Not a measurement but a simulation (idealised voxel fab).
process module | voxel capacitor over wiring
cross-section cut | 290 nm wide | cells 5 nm
A cross-section is a grid of square cells, given in bands from the top down. A band is one or more rows of cells.
Each band's line starts with the height of the band's top and of its bottom, in nm. Then come its materials from left to right, each with its width in nm. One material with "throughout" fills the band from edge to edge. "air" is empty space.
Height 0 is the level under which the wafer as received is all one material. The lowest band goes on downwards, as in "0 down".
A width such as "30 to 40" changes by the same amount from each row of cells to the next, from the band's top row to its bottom row.
"no change" after a step means that no cell of the cross-section changed.
closed voids: empty space of 8 cells or more with no open way to the top, each as width x height at its distance from the left edge, in nm
after a step's settings: what the simulator itself notes on the step
overlay nm, on a step with a mask: how far to the right of its planned place the mask lay; to the left if negative
plan
1 op RECEIVE | material Si
2 op CONFORMAL_DEP | material SiO2 | thk nm 10
3 op CONFORMAL_DEP | material SiCN | thk nm 5
4 op DIRECTIONAL_DEP | material SiO2 | thk nm 20
5 op MASKED_ETCH | tone open | mask id METAL_1 | width nm 20 | pitch nm 80 | etch materials SiO2 | depth nm 20 | overlay nm 0
6 op MASKED_ETCH | tone open | mask id METAL_1 | width nm 20 | pitch nm 80 | etch materials SiCN | depth nm 5 | overlay nm 0
7 op CONFORMAL_DEP | material TiN | thk nm 5
8 op FILL_DEP | material Cu | thk nm 5
9 op CMP | height nm 35
10 op EPI | material Ru | thk nm 5
11 op FILL_DEP | material SiCN | thk nm 5
12 op DIRECTIONAL_DEP | material lowk | thk nm 10
13 op MASKED_ETCH | tone open | mask id PLUG_1 | width nm 15 | etch materials lowk | depth nm 10 | overlay nm 0
14 op MASKED_ETCH | tone open | mask id PLUG_1 | width nm 15 | etch materials SiCN | depth nm 5 | overlay nm 0
15 op CONFORMAL_DEP | material TiN | thk nm 5
16 op FILL_DEP | material Ru | thk nm 5
17 op CMP | height nm 55
18 op DIRECTIONAL_DEP | material TiN | thk nm 5
19 op DIRECTIONAL_DEP | material Al2O3 | thk nm 5
20 op DIRECTIONAL_DEP | material TiN | thk nm 5
21 op MASKED_ETCH | tone cover | mask id UPPER_PLATE | width nm 65 | etch materials TiN | depth nm 5 | overlay nm 0
22 op MASKED_ETCH | tone cover | mask id UPPER_PLATE | width nm 65 | etch materials Al2O3 | depth nm 5 | overlay nm 0
23 op MASKED_ETCH | tone cover | mask id LOWER_PLATE | width nm 75 | etch materials TiN | depth nm 5 | overlay nm 0
24 op FILL_DEP | material SiO2 | thk nm 15
25 op CMP | height nm 80
26 op MASKED_ETCH | tone open | mask id PLUG_2 | width nm 15 | etch materials SiO2 | depth nm 10 | overlay nm 0
27 op CONFORMAL_DEP | material TiN | thk nm 5
28 op FILL_DEP | material Cu | thk nm 5
29 op CMP | height nm 80
30 op CONFORMAL_DEP | material SiN | thk nm 5
first wafer, as planned
as received, after step 1
  0 down: Si throughout
  closed voids: none
after step 2
  10 to 0: SiO2 throughout
  below 0: unchanged
after step 3
  15 to 10: SiCN throughout
  below 10: unchanged
after step 4
  35 to 15: SiO2 throughout
  below 15: unchanged
after step 5
  35 to 15: SiO2 95 | air 20 | SiO2 60 | air 20 | SiO2 95
  below 15: unchanged
after step 6
  35 to 15: SiO2 95 | air 20 | SiO2 60 | air 20 | SiO2 95
  15 to 10: SiCN 95 | air 20 | SiCN 60 | air 20 | SiCN 95
  below 10: unchanged
after step 7
  40 to 35: TiN 100 | air 10 | TiN 70 | air 10 | TiN 100
  35 to 15: SiO2 95 | TiN 5 | air 10 | TiN 5 | SiO2 60 | TiN 5 | air 10 | TiN 5 | SiO2 95
  15 to 10: SiCN 95 | TiN 20 | SiCN 60 | TiN 20 | SiCN 95
  below 10: unchanged
after step 8
  45 to 40: Cu throughout
  40 to 35: TiN 100 | Cu 10 | TiN 70 | Cu 10 | TiN 100
  35 to 15: SiO2 95 | TiN 5 | Cu 10 | TiN 5 | SiO2 60 | TiN 5 | Cu 10 | TiN 5 | SiO2 95
  below 15: unchanged
after step 9
  35 to 15: SiO2 95 | TiN 5 | Cu 10 | TiN 5 | SiO2 60 | TiN 5 | Cu 10 | TiN 5 | SiO2 95
  below 15: unchanged
after step 10
  40 to 35: air 90 | Ru 30 | air 50 | Ru 30 | air 90
  below 35: unchanged
after step 11
  45 to 40: SiCN throughout
  40 to 35: SiCN 90 | Ru 30 | SiCN 50 | Ru 30 | SiCN 90
  below 35: unchanged
after step 12
  55 to 45: lowk throughout
  below 45: unchanged
after step 13
  55 to 45: lowk 100 | air 15 | lowk 175
  below 45: unchanged
after step 14
  55 to 45: lowk 100 | air 15 | lowk 175
  45 to 40: SiCN 100 | air 15 | SiCN 175
  below 40: unchanged
after step 15
  60 to 55: TiN 105 | air 5 | TiN 180
  55 to 45: lowk 100 | TiN 5 | air 5 | TiN 5 | lowk 175
  45 to 40: SiCN 100 | TiN 15 | SiCN 175
  below 40: unchanged
after step 16
  65 to 60: Ru throughout
  60 to 55: TiN 105 | Ru 5 | TiN 180
  55 to 45: lowk 100 | TiN 5 | Ru 5 | TiN 5 | lowk 175
  below 45: unchanged
after step 17
  55 to 45: lowk 100 | TiN 5 | Ru 5 | TiN 5 | lowk 175
  below 45: unchanged
after step 18
  60 to 55: TiN throughout
  below 55: unchanged
after step 19
  65 to 60: Al2O3 throughout
  below 60: unchanged
after step 20
  70 to 65: TiN throughout
  below 65: unchanged
after step 21
  70 to 65: air 100 | TiN 65 | air 125
  below 65: unchanged
after step 22
  70 to 65: air 100 | TiN 65 | air 125
  65 to 60: air 100 | Al2O3 65 | air 125
  below 60: unchanged
after step 23
  70 to 65: air 100 | TiN 65 | air 125
  65 to 60: air 100 | Al2O3 65 | air 125
  60 to 55: air 95 | TiN 75 | air 120
  below 55: unchanged
after step 24
  85 to 70: SiO2 throughout
  70 to 65: SiO2 100 | TiN 65 | SiO2 125
  65 to 60: SiO2 100 | Al2O3 65 | SiO2 125
  60 to 55: SiO2 95 | TiN 75 | SiO2 120
  below 55: unchanged
after step 25
  80 to 70: SiO2 throughout
  below 70: unchanged
after step 26
  80 to 70: SiO2 110 | air 15 | SiO2 165
  below 70: unchanged
after step 27
  85 to 80: TiN 115 | air 5 | TiN 170
  80 to 75: SiO2 110 | TiN 5 | air 5 | TiN 5 | SiO2 165
  75 to 65: SiO2 110 to 100 | TiN 15 to 65 | SiO2 165 to 125
  below 65: unchanged
after step 28
  90 to 85: Cu throughout
  85 to 80: TiN 115 | Cu 5 | TiN 170
  80 to 75: SiO2 110 | TiN 5 | Cu 5 | TiN 5 | SiO2 165
  below 75: unchanged
after step 29
  80 to 75: SiO2 110 | TiN 5 | Cu 5 | TiN 5 | SiO2 165
  below 75: unchanged
after step 30
  85 to 80: SiN throughout
  below 80: unchanged
second wafer: like start, like plan, one mistake. Through step 12 it matches the first wafer
when step 13 should have ended
  55 to 45: lowk 100 | air 15 | lowk 175
  below 45: unchanged
when step 14 should have ended
  55 to 45: lowk 100 | air 15 | lowk 175
  45 to 40: SiCN 100 | air 15 | SiCN 175
  below 40: unchanged
when step 15 should have ended
  60 to 55: TiN 105 | air 5 | TiN 180
  55 to 45: lowk 100 | TiN 5 | air 5 | TiN 5 | lowk 175
  45 to 40: SiCN 100 | TiN 15 | SiCN 175
  below 40: unchanged
when step 16 should have ended
  65 to 60: Ru throughout
  60 to 55: TiN 105 | Ru 5 | TiN 180
  55 to 45: lowk 100 | TiN 5 | Ru 5 | TiN 5 | lowk 175
  below 45: unchanged
when step 17 should have ended
  55 to 45: lowk 100 | TiN 5 | Ru 5 | TiN 5 | lowk 175
  below 45: unchanged
when step 18 should have ended
  60 to 55: TiN throughout
  below 55: unchanged
when step 19 should have ended
  65 to 60: Al2O3 throughout
  below 60: unchanged
when step 20 should have ended
  70 to 65: TiN throughout
  below 65: unchanged
when step 21 should have ended
  70 to 65: air 100 | TiN 65 | air 125
  below 65: unchanged
when step 22 should have ended
  70 to 65: air 100 | TiN 65 | air 125
  65 to 60: air 100 | Al2O3 65 | air 125
  below 60: unchanged
when step 23 should have ended
  70 to 65: air 100 | TiN 65 | air 125
  65 to 60: air 100 | Al2O3 65 | air 125
  60 to 55: air 95 | TiN 75 | air 120
  below 55: unchanged
when step 24 should have ended
  85 to 70: SiO2 throughout
  70 to 65: SiO2 100 | TiN 65 | SiO2 125
  65 to 60: SiO2 100 | Al2O3 65 | SiO2 125
  60 to 55: SiO2 95 | TiN 75 | SiO2 120
  below 55: unchanged
when step 25 should have ended
  80 to 70: SiO2 throughout
  below 70: unchanged
when step 26 should have ended
  80 to 70: SiO2 110 | air 15 | SiO2 165
  below 70: unchanged
when step 27 should have ended
  85 to 80: TiN 115 | air 5 | TiN 170
  80 to 75: SiO2 110 | TiN 5 | air 5 | TiN 5 | SiO2 165
  75 to 65: SiO2 110 to 100 | TiN 15 to 65 | SiO2 165 to 125
  below 65: unchanged
when step 28 should have ended
  90 to 85: Cu throughout
  85 to 80: TiN 115 | Cu 5 | TiN 170
  80 to 75: SiO2 110 | TiN 5 | Cu 5 | TiN 5 | SiO2 165
  below 75: unchanged
when step 29 should have ended
  80 to 75: SiO2 110 | TiN 5 | Cu 5 | TiN 5 | SiO2 165
  below 75: unchanged
when step 30 should have ended
  85 to 80: SiN throughout
  below 80: unchanged
what went wrong: step 13 was run twice
at the end the two cross-sections are the same: no effect in what this model computes
